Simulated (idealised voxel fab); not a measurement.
Proc. module: voxel released beams
Xsec cut, 220 nm wide, square cell size 5 nm.
Bands, listed from the top down, are how a cross-section gets written in this document; the cross-section itself is a grid of square cells, and a band is one or more rows of them. Top, bottom (nm), then materials left to right with widths (nm); lone material tagged "all across" fills the whole band edge to edge; "air" = empty space. All heights in this document are referenced to 0, defined as the level beneath which the wafer, as received, consists entirely of one material. The lowest band is not bounded below; it extends indefinitely downward and is written in the form "0 and below". A width given as "30->40" starts at the first number in the band's top row and ends at the second number in its bottom row, shifting by an equal amount at every step from row to row. Basically "nothing changed" means that step didn't change any cell in the cross-section. Enclosed voids (no open way to top), threshold 8 cells or more, entry "Sealed internal voids", notation width x height at distance, distance from left edge, nm. Note: text after step settings on the step line = simulator remark on that step. overlay nm: where the mask lay relative to plan, measured to the right, on steps with a mask; negatives go left.

The process steps that were planned are listed below
step 1: RECEIVE,material Si
step 2: CONFORMAL_DEP,material SiN,thk nm 5
step 3: DIRECTIONAL_DEP,material SiO2,thk nm 15
step 4: PATTERN,tone open,mask id ANCHOR,material resist,width nm 35,thk nm 20,overlay nm 0
step 5: DIRECTIONAL_ETCH,etch materials SiO2,depth nm 15
step 6: STRIP,etch materials resist
step 7: CONFORMAL_DEP,material TiN,thk nm 10
step 8: MASKED_ETCH,tone cover,mask id BEAM,width nm 105,etch materials TiN,depth nm 10,overlay nm 0
step 9: STRIP,etch materials SiO2

Cross-sectional view of the wafer in its as-received condition, corresponding to the state after step 1
0 and below | Si all across
Sealed internal voids: none

Module complete - cross-section of the first of two wafers, run according to plan
30 down to 20 | air: 55, then TiN: 15, then air: 15, then TiN: 75, then air: 60
20 down to 15 | air: 60, then TiN: 10, then air: 15, then TiN: 10, then air: 125
15 down to 5 | air: 60, then TiN: 35, then air: 125
5 down to 0 | SiN all across
0 and below | Si all across
Sealed internal voids: none

This is the second of the two wafers, cross-sectioned at the end of the module; it started exactly like the first and was given the same plan, but it was run with one mistake
30 down to 20 | air: 55, then TiN: 105, then air: 60
20 down to 15 | SiN all across
15 down to 0 | SiO2 all across
0 and below | Si all across
Sealed internal voids: none
What went wrong in running the wafer? steps 2 and 3: order swapped relative to plan
Wrapping up, a cell-based count of both wafers puts the second over or under the first for these materials: SiO2 +132, TiN -12
